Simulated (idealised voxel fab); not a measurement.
Module name: voxel ribs on slabs (process module)
Xsec cut, 190 nm wide, square cell size 5 nm.
A cross-section in this document is a grid of square cells, and it is written down as bands, the top band listed before the ones below it; a band is made up of one or more rows of cells.
Each band's line starts with the height of the band's top and of its bottom, in nm. Then come its materials from left to right, each with its width in nm. One material with "all across" fills the band from edge to edge. "empty" is empty space.
Ref level 0: as-received wafer is one material below here. Bottom band extends down with no lower bound ("0 -> down").
Quick explanation for "30->40": the width changes in equal steps down the rows of cells, from the first number in the band's top row to the second number in its bottom row.
Reading "nothing was modified" for a step: not a cell of the cross-section changed in it.
Enclosed voids (no open way to top), threshold 8 cells or more, entry "Enclosed internal cavities", notation width x height at distance, distance from left edge, nm.
Step line, after settings: the simulator's comment on this step.
Among the settings permitted on a step's line is "overlay nm"; applied to a step with a mask, it specifies the extent to which the mask lay to the right of its planned position, whereas a negative figure signifies a position to the left.
**Set out below are the planned steps of the process**
1 op RECEIVE | material Si
2 op DIRECTIONAL_DEP | material SiO2 | thk nm 25
3 op DIRECTIONAL_DEP | material SiN | thk nm 15
4 op PATTERN | tone cover | mask id RIB | material resist | width nm 30 | thk nm 20 | overlay nm 0
5 op DIRECTIONAL_ETCH | etch materials SiN | depth nm 5
6 op STRIP | etch materials resist
7 op MASKED_ETCH | tone cover | mask id SLAB | width nm 80 | etch materials SiN | depth nm 10 | overlay nm 0
8 op FILL_DEP | material SiO2 | thk nm 20
9 op CMP | height nm 50
10 op DIRECTIONAL_DEP | material TiN | thk nm 10
11 op PATTERN | tone cover | mask id HEATER | material resist | width nm 40 | thk nm 20 | overlay nm 0
12 op DIRECTIONAL_ETCH | etch materials TiN | depth nm 10
13 op STRIP | etch materials resist
14 op CONFORMAL_DEP | material SiN | thk nm 5
**The first wafer of two, processed as planned**
**So this is the incoming wafer in cross-section - it's already been through step 1**
    0 -> down | Si all across
    Enclosed internal cavities: none
**Step 2 done - wafer cross-section**
    25 -> 0 | SiO2 all across
    Below a height of 0, the structure has not been altered.
**Step 3 done - wafer cross-section**
    40 -> 25 | SiN all across
    Below a height of 25, the structure has not been altered.
**Step 4 done - wafer cross-section**
    60 -> 40 | empty 80 nm, then resist 30 nm, then empty 80 nm
    Below a height of 40, the structure has not been altered.
**Step 5 done - wafer cross-section**
    60 -> 40 | empty 80 nm, then resist 30 nm, then empty 80 nm
    40 -> 35 | empty 80 nm, then SiN 30 nm, then empty 80 nm
    Below a height of 35, the structure has not been altered.
**Step 6 done - wafer cross-section**
    40 -> 35 | empty 80 nm, then SiN 30 nm, then empty 80 nm
    Below a height of 35, the structure has not been altered.
**Step 7 done - wafer cross-section**
    40 -> 35 | empty 80 nm, then SiN 30 nm, then empty 80 nm
    35 -> 25 | empty 55 nm, then SiN 80 nm, then empty 55 nm
    Below a height of 25, the structure has not been altered.
**Step 8 done - wafer cross-section**
    60 -> 40 | SiO2 all across
    40 -> 35 | SiO2 80 nm, then SiN 30 nm, then SiO2 80 nm
    35 -> 25 | SiO2 55 nm, then SiN 80 nm, then SiO2 55 nm
    Below a height of 25, the structure has not been altered.
**Step 9 done - wafer cross-section**
    50 -> 40 | SiO2 all across
    Below a height of 40, the structure has not been altered.
**Step 10 done - wafer cross-section**
    60 -> 50 | TiN all across
    Below a height of 50, the structure has not been altered.
**Step 11 done - wafer cross-section**
    80 -> 60 | empty 75 nm, then resist 40 nm, then empty 75 nm
    Below a height of 60, the structure has not been altered.
**Step 12 done - wafer cross-section**
    80 -> 60 | empty 75 nm, then resist 40 nm, then empty 75 nm
    60 -> 50 | empty 75 nm, then TiN 40 nm, then empty 75 nm
    Below a height of 50, the structure has not been altered.
**Step 13 done - wafer cross-section**
    60 -> 50 | empty 75 nm, then TiN 40 nm, then empty 75 nm
    Below a height of 50, the structure has not been altered.
**Step 14 done - wafer cross-section**
    65 -> 60 | empty 70 nm, then SiN 50 nm, then empty 70 nm
    60 -> 55 | empty 70 nm, then SiN 5 nm, then TiN 40 nm, then SiN 5 nm, then empty 70 nm
    55 -> 50 | SiN 75 nm, then TiN 40 nm, then SiN 75 nm
    Below a height of 50, the structure has not been altered.
**Companion wafer, the second of two: same beginning, same intended sequence, one mistake in carrying it out; through step 2 inclusive it tracks the first exactly**
**Look at the second wafer in cross-section at the time step 3 ought to have finished**
    45 -> 25 | empty 80 nm, then resist 30 nm, then empty 80 nm
    Below a height of 25, the structure has not been altered.
**Look at the second wafer in cross-section at the time step 4 ought to have finished**
    60 -> 45 | empty 80 nm, then SiN 30 nm, then empty 80 nm
    45 -> 40 | empty 80 nm, then resist 30 nm, then empty 80 nm
    40 -> 25 | SiN 80 nm, then resist 30 nm, then SiN 80 nm
    Below a height of 25, the structure has not been altered.
**Look at the second wafer in cross-section at the time step 5 ought to have finished**
    55 -> 45 | empty 80 nm, then SiN 30 nm, then empty 80 nm
    45 -> 35 | empty 80 nm, then resist 30 nm, then empty 80 nm
    Below a height of 35, the structure has not been altered.
**Look at the second wafer in cross-section at the time step 6 ought to have finished**
    35 -> 25 | SiN 80 nm, then empty 30 nm, then SiN 80 nm
    Below a height of 25, the structure has not been altered.
**Look at the second wafer in cross-section at the time step 7 ought to have finished**
    35 -> 25 | empty 55 nm, then SiN 25 nm, then empty 30 nm, then SiN 25 nm, then empty 55 nm
    Below a height of 25, the structure has not been altered.
**Look at the second wafer in cross-section at the time step 8 ought to have finished**
    55 -> 35 | SiO2 all across
    35 -> 25 | SiO2 55 nm, then SiN 25 nm, then SiO2 30 nm, then SiN 25 nm, then SiO2 55 nm
    Below a height of 25, the structure has not been altered.
**Look at the second wafer in cross-section at the time step 9 ought to have finished**
    50 -> 35 | SiO2 all across
    Below a height of 35, the structure has not been altered.
**Look at the second wafer in cross-section at the time step 10 ought to have finished**
    60 -> 50 | TiN all across
    Below a height of 50, the structure has not been altered.
**Look at the second wafer in cross-section at the time step 11 ought to have finished**
    80 -> 60 | empty 75 nm, then resist 40 nm, then empty 75 nm
    Below a height of 60, the structure has not been altered.
**Look at the second wafer in cross-section at the time step 12 ought to have finished**
    80 -> 60 | empty 75 nm, then resist 40 nm, then empty 75 nm
    60 -> 50 | empty 75 nm, then TiN 40 nm, then empty 75 nm
    Below a height of 50, the structure has not been altered.
**Look at the second wafer in cross-section at the time step 13 ought to have finished**
    60 -> 50 | empty 75 nm, then TiN 40 nm, then empty 75 nm
    Below a height of 50, the structure has not been altered.
**Look at the second wafer in cross-section at the time step 14 ought to have finished**
    65 -> 60 | empty 70 nm, then SiN 50 nm, then empty 70 nm
    60 -> 55 | empty 70 nm, then SiN 5 nm, then TiN 40 nm, then SiN 5 nm, then empty 70 nm
    55 -> 50 | SiN 75 nm, then TiN 40 nm, then SiN 75 nm
    Below a height of 50, the structure has not been altered.
Misprocessing identified: contrary to the plan, steps 3 and 4 were processed in exchanged order
FYI, end of process, the second wafer has more or fewer cells of some materials than the first: SiN: 18 fewer, SiO2: 18 more
